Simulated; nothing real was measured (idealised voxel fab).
process module | voxel local oxidation
cross-section cut | 215 nm wide | cells 5 nm
A cross-section is a grid of square cells, given in bands from the top down. A band is one or more rows of cells.
Each band's line starts with the height of the band's top and of its bottom, in nm. Then come its materials from left to right, each with its width in nm. One material with "throughout" fills the band from edge to edge. "air" is empty space.
Height 0 is the level under which the wafer as received is all one material. The lowest band goes on downwards, as in "0 down".
A width such as "30 to 40" changes by the same amount from each row of cells to the next, from the band's top row to its bottom row.
"no change" after a step means that no cell of the cross-section changed.
closed voids: empty space of 8 cells or more with no open way to the top, each as width x height at its distance from the left edge, in nm
after a step's settings: what the simulator itself notes on the step
overlay nm, on a step with a mask: how far to the right of its planned place the mask lay; to the left if negative
plan
1 op RECEIVE | material Si
2 op CONFORMAL_DEP | material SiO2 | thk nm 5
3 op CONFORMAL_DEP | material SiN | thk nm 10
4 op MASKED_ETCH | tone cover | mask id ACTIVE | width nm 90 | etch materials SiN | depth nm 10 | overlay nm 0
5 op SELECTIVE_ETCH | etch materials SiO2 | depth nm 5
6 op OXIDIZE | depth nm 10
7 op STRIP | etch materials SiN
as received, after step 1
  0 down: Si throughout
  closed voids: none
a wafer at the end: this start, this plan, one mistake
  5 to 0: SiO2 55 | air 100 | SiO2 60
  0 to -10: Si 45 | SiO2 120 | Si 50
  -10 down: Si throughout
  closed voids: none
what went wrong: step 4 ran as: op MASKED_ETCH | tone open | mask id ACTIVE | width nm 90 | etch materials SiN | depth nm 10 | overlay nm 0
